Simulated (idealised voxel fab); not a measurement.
process module | voxel self aligned vias
cross-section cut | 295 nm wide | cells 5 nm
A cross-section is a grid of square cells, given in bands from the top down. A band is one or more rows of cells.
Each band's line starts with the height of the band's top and of its bottom, in nm. Then come its materials from left to right, each with its width in nm. One material with "throughout" fills the band from edge to edge. "air" is empty space.
Height 0 is the level under which the wafer as received is all one material. The lowest band goes on downwards, as in "0 down".
A width such as "30 to 40" changes by the same amount from each row of cells to the next, from the band's top row to its bottom row.
"no change" after a step means that no cell of the cross-section changed.
closed voids: empty space of 8 cells or more with no open way to the top, each as width x height at its distance from the left edge, in nm
after a step's settings: what the simulator itself notes on the step
overlay nm, on a step with a mask: how far to the right of its planned place the mask lay; to the left if negative
plan
1 op RECEIVE | material Si
2 op CONFORMAL_DEP | material SiO2 | thk nm 10
3 op CONFORMAL_DEP | material SiCN | thk nm 5
4 op DIRECTIONAL_DEP | material SiO2 | thk nm 20
5 op MASKED_ETCH | tone open | mask id LINES | width nm 25 | pitch nm 55 | etch materials SiO2 | depth nm 20 | overlay nm 0
6 op CONFORMAL_DEP | material TiN | thk nm 5
7 op FILL_DEP | material Ru | thk nm 5
8 op CMP | height nm 35
9 op SELECTIVE_ETCH | etch materials W Ru TiN | depth nm 5
10 op FILL_DEP | material SiN | thk nm 10
11 op CMP | height nm 35
12 op DIRECTIONAL_DEP | material SiO2 | thk nm 15
13 op DIRECTIONAL_DEP | material aC | thk nm 15
14 op PATTERN | tone open | mask id VIAS | material resist | width nm 35 | pitch nm 55 | thk nm 35 | overlay nm 0
15 op DIRECTIONAL_ETCH | etch materials aC | depth nm 15
16 op STRIP | etch materials resist
17 op DIRECTIONAL_ETCH | etch materials SiO2 | depth nm 15
18 op DIRECTIONAL_ETCH | etch materials SiN | depth nm 5
19 op STRIP | etch materials aC
20 op CONFORMAL_DEP | material TiN | thk nm 5
21 op FILL_DEP | material Ru | thk nm 10
22 op CMP | height nm 50
23 op CONFORMAL_DEP | material SiN | thk nm 5
as received, after step 1
  0 down: Si throughout
  closed voids: none
a wafer at the end: this start, this plan, one mistake
  55 to 50: SiN throughout
  50 to 35: SiO2 105 | TiN 5 | Ru 15 | TiN 5 | SiO2 30 | TiN 5 | Ru 15 | TiN 5 | SiO2 110
  35 to 30: SiO2 105 | TiN 25 | SiO2 30 | TiN 25 | SiO2 110
  30 to 20: SiO2 105 | TiN 5 | Ru 15 | TiN 5 | SiO2 30 | TiN 5 | Ru 15 | TiN 5 | SiO2 110
  20 to 15: SiO2 105 | TiN 25 | SiO2 30 | TiN 25 | SiO2 110
  15 to 10: SiCN throughout
  10 to 0: SiO2 throughout
  0 down: Si throughout
  closed voids: none
what went wrong: step 14 ran as: op PATTERN | tone open | mask id VIAS | material resist | width nm 25 | pitch nm 55 | thk nm 35 | overlay nm 0
